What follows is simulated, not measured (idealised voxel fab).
The following is a process module called voxel self aligned vias.
Square cells of 5 nm make up the cross-section cut, whose width is 190 nm.
If you're reading a cross-section in this doc, picture square cells in a grid; it comes to you as bands, top ones listed first down to the bottom, and a band can be one or more rows of cells.
It is stipulated that each band's entry specify, in nanometres, the height of the top of the band and then that of its bottom, followed by the materials of the band in left-to-right sequence, each together with its width in nanometres. A single material marked by the word "edge to edge" is understood to fill the band from edge to edge; the word "empty" is understood to denote empty space.
Height is counted from the level 0, under which the received wafer is composed throughout of one material. The lowest of the bands is not closed at the bottom but continues downward, in the notation "0 nm and below".
Note: "30->40" means the width goes from the first number (top row of the band) to the second number (bottom row) in equal steps per row of cells.
The designation "left unchanged", where it is given for a processing step, indicates that no cell of the cross-section was altered in the course of that step.
What "Enclosed void listing" gives you is every empty space of 8 cells or more that is cut off from the top. Each appears as width x height at distance, with the distance taken from the left edge and width, height and distance all in nm.
Formally, on a step line, whatever follows the settings is a remark that the simulator itself makes on the step.
A step line may carry the setting "overlay nm", which, for steps involving a mask, states the distance by which the mask lay to the right of its intended position; negative values denote displacement to the left.

THESE ARE THE STEPS WE PLANNED FOR THE PROCESS
1. RECEIVE,material Si
2. CONFORMAL_DEP,material SiO2,thk nm 10
3. CONFORMAL_DEP,material SiCN,thk nm 5
4. DIRECTIONAL_DEP,material lowk,thk nm 30
5. DIRECTIONAL_DEP,material aC,thk nm 10
6. PATTERN,tone open,mask id LINES,material resist,width nm 30,pitch nm 80,thk nm 25,overlay nm 0
7. DIRECTIONAL_ETCH,etch materials aC,depth nm 10
8. STRIP,etch materials resist
9. DIRECTIONAL_ETCH,etch materials lowk,depth nm 30
10. STRIP,etch materials aC
11. CONFORMAL_DEP,material TiN,thk nm 5
12. FILL_DEP,material Ru,thk nm 5
13. CMP,height nm 45
14. SELECTIVE_ETCH,etch materials W Ru TiN,depth nm 10
15. FILL_DEP,material SiN,thk nm 5
16. CMP,height nm 45
17. DIRECTIONAL_DEP,material lowk,thk nm 20
18. DIRECTIONAL_DEP,material aC,thk nm 10
19. PATTERN,tone open,mask id VIAS,material resist,width nm 50,pitch nm 80,thk nm 25,overlay nm 0
20. DIRECTIONAL_ETCH,etch materials aC,depth nm 10
21. STRIP,etch materials resist
22. DIRECTIONAL_ETCH,etch materials lowk,depth nm 20
23. DIRECTIONAL_ETCH,etch materials SiN,depth nm 10
24. STRIP,etch materials aC
25. CONFORMAL_DEP,material TiN,thk nm 5
26. FILL_DEP,material W,thk nm 5
27. CMP,height nm 65
28. CONFORMAL_DEP,material SiCN,thk nm 5

CONCERNING THE FIRST OF TWO WAFERS, WHICH WAS RUN IN ACCORDANCE WITH THE PLAN

WAFER AT RECEIPT (POST STEP 1), CROSS-SECTION
  0 nm and below = Si edge to edge
  Enclosed void listing: none

WAFER XSEC, POST STEP 2
  10 nm to 0 nm = SiO2 edge to edge
  Whatever lies below 0 is exactly as it was before.

WAFER XSEC, POST STEP 3
  15 nm to 10 nm = SiCN edge to edge
  Whatever lies below 10 is exactly as it was before.

WAFER XSEC, POST STEP 4
  45 nm to 15 nm = lowk edge to edge
  Whatever lies below 15 is exactly as it was before.

WAFER XSEC, POST STEP 5
  55 nm to 45 nm = aC edge to edge
  Whatever lies below 45 is exactly as it was before.

WAFER XSEC, POST STEP 6
  80 nm to 55 nm = 40 nm resist, then 30 nm empty, then 50 nm resist, then 30 nm empty, then 40 nm resist
  Whatever lies below 55 is exactly as it was before.

WAFER XSEC, POST STEP 7
  70 nm to 55 nm = 40 nm resist, then 30 nm empty, then 50 nm resist, then 30 nm empty, then 40 nm resist
  55 nm to 45 nm = 40 nm aC, then 30 nm empty, then 50 nm aC, then 30 nm empty, then 40 nm aC
  Whatever lies below 45 is exactly as it was before.

WAFER XSEC, POST STEP 8
  55 nm to 45 nm = 40 nm aC, then 30 nm empty, then 50 nm aC, then 30 nm empty, then 40 nm aC
  Whatever lies below 45 is exactly as it was before.

WAFER XSEC, POST STEP 9
  55 nm to 45 nm = 40 nm aC, then 30 nm empty, then 50 nm aC, then 30 nm empty, then 40 nm aC
  45 nm to 15 nm = 40 nm lowk, then 30 nm empty, then 50 nm lowk, then 30 nm empty, then 40 nm lowk
  Whatever lies below 15 is exactly as it was before.

WAFER XSEC, POST STEP 10
  45 nm to 15 nm = 40 nm lowk, then 30 nm empty, then 50 nm lowk, then 30 nm empty, then 40 nm lowk
  Whatever lies below 15 is exactly as it was before.

WAFER XSEC, POST STEP 11
  50 nm to 45 nm = 45 nm TiN, then 20 nm empty, then 60 nm TiN, then 20 nm empty, then 45 nm TiN
  45 nm to 20 nm = 40 nm lowk, then 5 nm TiN, then 20 nm empty, then 5 nm TiN, then 50 nm lowk, then 5 nm TiN, then 20 nm empty, then 5 nm TiN, then 40 nm lowk
  20 nm to 15 nm = 40 nm lowk, then 30 nm TiN, then 50 nm lowk, then 30 nm TiN, then 40 nm lowk
  Whatever lies below 15 is exactly as it was before.

WAFER XSEC, POST STEP 12
  55 nm to 50 nm = Ru edge to edge
  50 nm to 45 nm = 45 nm TiN, then 20 nm Ru, then 60 nm TiN, then 20 nm Ru, then 45 nm TiN
  45 nm to 20 nm = 40 nm lowk, then 5 nm TiN, then 20 nm Ru, then 5 nm TiN, then 50 nm lowk, then 5 nm TiN, then 20 nm Ru, then 5 nm TiN, then 40 nm lowk
  Whatever lies below 20 is exactly as it was before.

WAFER XSEC, POST STEP 13
  45 nm to 20 nm = 40 nm lowk, then 5 nm TiN, then 20 nm Ru, then 5 nm TiN, then 50 nm lowk, then 5 nm TiN, then 20 nm Ru, then 5 nm TiN, then 40 nm lowk
  Whatever lies below 20 is exactly as it was before.

WAFER XSEC, POST STEP 14
  45 nm to 35 nm = 40 nm lowk, then 30 nm empty, then 50 nm lowk, then 30 nm empty, then 40 nm lowk
  Whatever lies below 35 is exactly as it was before.

WAFER XSEC, POST STEP 15
  50 nm to 45 nm = SiN edge to edge
  45 nm to 35 nm = 40 nm lowk, then 30 nm SiN, then 50 nm lowk, then 30 nm SiN, then 40 nm lowk
  Whatever lies below 35 is exactly as it was before.

WAFER XSEC, POST STEP 16
  45 nm to 35 nm = 40 nm lowk, then 30 nm SiN, then 50 nm lowk, then 30 nm SiN, then 40 nm lowk
  Whatever lies below 35 is exactly as it was before.

WAFER XSEC, POST STEP 17
  65 nm to 45 nm = lowk edge to edge
  Whatever lies below 45 is exactly as it was before.

WAFER XSEC, POST STEP 18
  75 nm to 65 nm = aC edge to edge
  Whatever lies below 65 is exactly as it was before.

WAFER XSEC, POST STEP 19
  100 nm to 75 nm = 30 nm resist, then 50 nm empty, then 30 nm resist, then 50 nm empty, then 30 nm resist
  Whatever lies below 75 is exactly as it was before.

WAFER XSEC, POST STEP 20
  90 nm to 75 nm = 30 nm resist, then 50 nm empty, then 30 nm resist, then 50 nm empty, then 30 nm resist
  75 nm to 65 nm = 30 nm aC, then 50 nm empty, then 30 nm aC, then 50 nm empty, then 30 nm aC
  Whatever lies below 65 is exactly as it was before.

WAFER XSEC, POST STEP 21
  75 nm to 65 nm = 30 nm aC, then 50 nm empty, then 30 nm aC, then 50 nm empty, then 30 nm aC
  Whatever lies below 65 is exactly as it was before.

WAFER XSEC, POST STEP 22
  75 nm to 65 nm = 30 nm aC, then 50 nm empty, then 30 nm aC, then 50 nm empty, then 30 nm aC
  65 nm to 45 nm = 30 nm lowk, then 50 nm empty, then 30 nm lowk, then 50 nm empty, then 30 nm lowk
  Whatever lies below 45 is exactly as it was before.

WAFER XSEC, POST STEP 23
  75 nm to 65 nm = 30 nm aC, then 50 nm empty, then 30 nm aC, then 50 nm empty, then 30 nm aC
  65 nm to 45 nm = 30 nm lowk, then 50 nm empty, then 30 nm lowk, then 50 nm empty, then 30 nm lowk
  45 nm to 35 nm = 40 nm lowk, then 30 nm empty, then 50 nm lowk, then 30 nm empty, then 40 nm lowk
  Whatever lies below 35 is exactly as it was before.

WAFER XSEC, POST STEP 24
  65 nm to 45 nm = 30 nm lowk, then 50 nm empty, then 30 nm lowk, then 50 nm empty, then 30 nm lowk
  Whatever lies below 45 is exactly as it was before.

WAFER XSEC, POST STEP 25
  70 nm to 65 nm = 35 nm TiN, then 40 nm empty, then 40 nm TiN, then 40 nm empty, then 35 nm TiN
  65 nm to 50 nm = 30 nm lowk, then 5 nm TiN, then 40 nm empty, then 5 nm TiN, then 30 nm lowk, then 5 nm TiN, then 40 nm empty, then 5 nm TiN, then 30 nm lowk
  50 nm to 40 nm = 30->40 nm lowk, then 15->5 nm TiN, then 20 nm empty, then 15->5 nm TiN, then 30->50 nm lowk, then 15->5 nm TiN, then 20 nm empty, then 15->5 nm TiN, then 30->40 nm lowk
  40 nm to 35 nm = 40 nm lowk, then 30 nm TiN, then 50 nm lowk, then 30 nm TiN, then 40 nm lowk
  Whatever lies below 35 is exactly as it was before.

WAFER XSEC, POST STEP 26
  75 nm to 70 nm = W edge to edge
  70 nm to 65 nm = 35 nm TiN, then 40 nm W, then 40 nm TiN, then 40 nm W, then 35 nm TiN
  65 nm to 50 nm = 30 nm lowk, then 5 nm TiN, then 40 nm W, then 5 nm TiN, then 30 nm lowk, then 5 nm TiN, then 40 nm W, then 5 nm TiN, then 30 nm lowk
  50 nm to 40 nm = 30->40 nm lowk, then 15->5 nm TiN, then 20 nm W, then 15->5 nm TiN, then 30->50 nm lowk, then 15->5 nm TiN, then 20 nm W, then 15->5 nm TiN, then 30->40 nm lowk
  Whatever lies below 40 is exactly as it was before.

WAFER XSEC, POST STEP 27
  65 nm to 50 nm = 30 nm lowk, then 5 nm TiN, then 40 nm W, then 5 nm TiN, then 30 nm lowk, then 5 nm TiN, then 40 nm W, then 5 nm TiN, then 30 nm lowk
  Whatever lies below 50 is exactly as it was before.

WAFER XSEC, POST STEP 28
  70 nm to 65 nm = SiCN edge to edge
  Whatever lies below 65 is exactly as it was before.

OKAY, SECOND WAFER. NOTHING DIFFERENT AT THE START, NOTHING DIFFERENT IN THE PLAN, JUST ONE MISTAKE SOMEWHERE IN THE RUNNING. AS FAR AS STEP 1, COUNTING THAT STEP, IT'S THE FIRST WAFER ALL OVER AGAIN

SECOND WAFER AT THE PLANNED FINISH OF STEP 2, SEEN IN CROSS-SECTION
  5 nm to 0 nm = SiCN edge to edge
  Whatever lies below 0 is exactly as it was before.

SECOND WAFER AT THE PLANNED FINISH OF STEP 3, SEEN IN CROSS-SECTION
  15 nm to 5 nm = SiO2 edge to edge
  Whatever lies below 5 is exactly as it was before.

SECOND WAFER AT THE PLANNED FINISH OF STEP 4, SEEN IN CROSS-SECTION
  45 nm to 15 nm = lowk edge to edge
  Whatever lies below 15 is exactly as it was before.

SECOND WAFER AT THE PLANNED FINISH OF STEP 5, SEEN IN CROSS-SECTION
  55 nm to 45 nm = aC edge to edge
  Whatever lies below 45 is exactly as it was before.

SECOND WAFER AT THE PLANNED FINISH OF STEP 6, SEEN IN CROSS-SECTION
  80 nm to 55 nm = 40 nm resist, then 30 nm empty, then 50 nm resist, then 30 nm empty, then 40 nm resist
  Whatever lies below 55 is exactly as it was before.

SECOND WAFER AT THE PLANNED FINISH OF STEP 7, SEEN IN CROSS-SECTION
  70 nm to 55 nm = 40 nm resist, then 30 nm empty, then 50 nm resist, then 30 nm empty, then 40 nm resist
  55 nm to 45 nm = 40 nm aC, then 30 nm empty, then 50 nm aC, then 30 nm empty, then 40 nm aC
  Whatever lies below 45 is exactly as it was before.

SECOND WAFER AT THE PLANNED FINISH OF STEP 8, SEEN IN CROSS-SECTION
  55 nm to 45 nm = 40 nm aC, then 30 nm empty, then 50 nm aC, then 30 nm empty, then 40 nm aC
  Whatever lies below 45 is exactly as it was before.

SECOND WAFER AT THE PLANNED FINISH OF STEP 9, SEEN IN CROSS-SECTION
  55 nm to 45 nm = 40 nm aC, then 30 nm empty, then 50 nm aC, then 30 nm empty, then 40 nm aC
  45 nm to 15 nm = 40 nm lowk, then 30 nm empty, then 50 nm lowk, then 30 nm empty, then 40 nm lowk
  Whatever lies below 15 is exactly as it was before.

SECOND WAFER AT THE PLANNED FINISH OF STEP 10, SEEN IN CROSS-SECTION
  45 nm to 15 nm = 40 nm lowk, then 30 nm empty, then 50 nm lowk, then 30 nm empty, then 40 nm lowk
  Whatever lies below 15 is exactly as it was before.

SECOND WAFER AT THE PLANNED FINISH OF STEP 11, SEEN IN CROSS-SECTION
  50 nm to 45 nm = 45 nm TiN, then 20 nm empty, then 60 nm TiN, then 20 nm empty, then 45 nm TiN
  45 nm to 20 nm = 40 nm lowk, then 5 nm TiN, then 20 nm empty, then 5 nm TiN, then 50 nm lowk, then 5 nm TiN, then 20 nm empty, then 5 nm TiN, then 40 nm lowk
  20 nm to 15 nm = 40 nm lowk, then 30 nm TiN, then 50 nm lowk, then 30 nm TiN, then 40 nm lowk
  Whatever lies below 15 is exactly as it was before.

SECOND WAFER AT THE PLANNED FINISH OF STEP 12, SEEN IN CROSS-SECTION
  55 nm to 50 nm = Ru edge to edge
  50 nm to 45 nm = 45 nm TiN, then 20 nm Ru, then 60 nm TiN, then 20 nm Ru, then 45 nm TiN
  45 nm to 20 nm = 40 nm lowk, then 5 nm TiN, then 20 nm Ru, then 5 nm TiN, then 50 nm lowk, then 5 nm TiN, then 20 nm Ru, then 5 nm TiN, then 40 nm lowk
  Whatever lies below 20 is exactly as it was before.

SECOND WAFER AT THE PLANNED FINISH OF STEP 13, SEEN IN CROSS-SECTION
  45 nm to 20 nm = 40 nm lowk, then 5 nm TiN, then 20 nm Ru, then 5 nm TiN, then 50 nm lowk, then 5 nm TiN, then 20 nm Ru, then 5 nm TiN, then 40 nm lowk
  Whatever lies below 20 is exactly as it was before.

SECOND WAFER AT THE PLANNED FINISH OF STEP 14, SEEN IN CROSS-SECTION
  45 nm to 35 nm = 40 nm lowk, then 30 nm empty, then 50 nm lowk, then 30 nm empty, then 40 nm lowk
  Whatever lies below 35 is exactly as it was before.

SECOND WAFER AT THE PLANNED FINISH OF STEP 15, SEEN IN CROSS-SECTION
  50 nm to 45 nm = SiN edge to edge
  45 nm to 35 nm = 40 nm lowk, then 30 nm SiN, then 50 nm lowk, then 30 nm SiN, then 40 nm lowk
  Whatever lies below 35 is exactly as it was before.

SECOND WAFER AT THE PLANNED FINISH OF STEP 16, SEEN IN CROSS-SECTION
  45 nm to 35 nm = 40 nm lowk, then 30 nm SiN, then 50 nm lowk, then 30 nm SiN, then 40 nm lowk
  Whatever lies below 35 is exactly as it was before.

SECOND WAFER AT THE PLANNED FINISH OF STEP 17, SEEN IN CROSS-SECTION
  65 nm to 45 nm = lowk edge to edge
  Whatever lies below 45 is exactly as it was before.

SECOND WAFER AT THE PLANNED FINISH OF STEP 18, SEEN IN CROSS-SECTION
  75 nm to 65 nm = aC edge to edge
  Whatever lies below 65 is exactly as it was before.

SECOND WAFER AT THE PLANNED FINISH OF STEP 19, SEEN IN CROSS-SECTION
  100 nm to 75 nm = 30 nm resist, then 50 nm empty, then 30 nm resist, then 50 nm empty, then 30 nm resist
  Whatever lies below 75 is exactly as it was before.

SECOND WAFER AT THE PLANNED FINISH OF STEP 20, SEEN IN CROSS-SECTION
  90 nm to 75 nm = 30 nm resist, then 50 nm empty, then 30 nm resist, then 50 nm empty, then 30 nm resist
  75 nm to 65 nm = 30 nm aC, then 50 nm empty, then 30 nm aC, then 50 nm empty, then 30 nm aC
  Whatever lies below 65 is exactly as it was before.

SECOND WAFER AT THE PLANNED FINISH OF STEP 21, SEEN IN CROSS-SECTION
  75 nm to 65 nm = 30 nm aC, then 50 nm empty, then 30 nm aC, then 50 nm empty, then 30 nm aC
  Whatever lies below 65 is exactly as it was before.

SECOND WAFER AT THE PLANNED FINISH OF STEP 22, SEEN IN CROSS-SECTION
  75 nm to 65 nm = 30 nm aC, then 50 nm empty, then 30 nm aC, then 50 nm empty, then 30 nm aC
  65 nm to 45 nm = 30 nm lowk, then 50 nm empty, then 30 nm lowk, then 50 nm empty, then 30 nm lowk
  Whatever lies below 45 is exactly as it was before.

SECOND WAFER AT THE PLANNED FINISH OF STEP 23, SEEN IN CROSS-SECTION
  75 nm to 65 nm = 30 nm aC, then 50 nm empty, then 30 nm aC, then 50 nm empty, then 30 nm aC
  65 nm to 45 nm = 30 nm lowk, then 50 nm empty, then 30 nm lowk, then 50 nm empty, then 30 nm lowk
  45 nm to 35 nm = 40 nm lowk, then 30 nm empty, then 50 nm lowk, then 30 nm empty, then 40 nm lowk
  Whatever lies below 35 is exactly as it was before.

SECOND WAFER AT THE PLANNED FINISH OF STEP 24, SEEN IN CROSS-SECTION
  65 nm to 45 nm = 30 nm lowk, then 50 nm empty, then 30 nm lowk, then 50 nm empty, then 30 nm lowk
  Whatever lies below 45 is exactly as it was before.

SECOND WAFER AT THE PLANNED FINISH OF STEP 25, SEEN IN CROSS-SECTION
  70 nm to 65 nm = 35 nm TiN, then 40 nm empty, then 40 nm TiN, then 40 nm empty, then 35 nm TiN
  65 nm to 50 nm = 30 nm lowk, then 5 nm TiN, then 40 nm empty, then 5 nm TiN, then 30 nm lowk, then 5 nm TiN, then 40 nm empty, then 5 nm TiN, then 30 nm lowk
  50 nm to 40 nm = 30->40 nm lowk, then 15->5 nm TiN, then 20 nm empty, then 15->5 nm TiN, then 30->50 nm lowk, then 15->5 nm TiN, then 20 nm empty, then 15->5 nm TiN, then 30->40 nm lowk
  40 nm to 35 nm = 40 nm lowk, then 30 nm TiN, then 50 nm lowk, then 30 nm TiN, then 40 nm lowk
  Whatever lies below 35 is exactly as it was before.

SECOND WAFER AT THE PLANNED FINISH OF STEP 26, SEEN IN CROSS-SECTION
  75 nm to 70 nm = W edge to edge
  70 nm to 65 nm = 35 nm TiN, then 40 nm W, then 40 nm TiN, then 40 nm W, then 35 nm TiN
  65 nm to 50 nm = 30 nm lowk, then 5 nm TiN, then 40 nm W, then 5 nm TiN, then 30 nm lowk, then 5 nm TiN, then 40 nm W, then 5 nm TiN, then 30 nm lowk
  50 nm to 40 nm = 30->40 nm lowk, then 15->5 nm TiN, then 20 nm W, then 15->5 nm TiN, then 30->50 nm lowk, then 15->5 nm TiN, then 20 nm W, then 15->5 nm TiN, then 30->40 nm lowk
  Whatever lies below 40 is exactly as it was before.

SECOND WAFER AT THE PLANNED FINISH OF STEP 27, SEEN IN CROSS-SECTION
  65 nm to 50 nm = 30 nm lowk, then 5 nm TiN, then 40 nm W, then 5 nm TiN, then 30 nm lowk, then 5 nm TiN, then 40 nm W, then 5 nm TiN, then 30 nm lowk
  Whatever lies below 50 is exactly as it was before.

SECOND WAFER AT THE PLANNED FINISH OF STEP 28, SEEN IN CROSS-SECTION
  70 nm to 65 nm = SiCN edge to edge
  Whatever lies below 65 is exactly as it was before.
Where did the run depart from the plan? steps 2 and 3 swapped
Same inventory, different map: at the end, the second wafer holds as many cells of each material as the first, placed elsewhere.
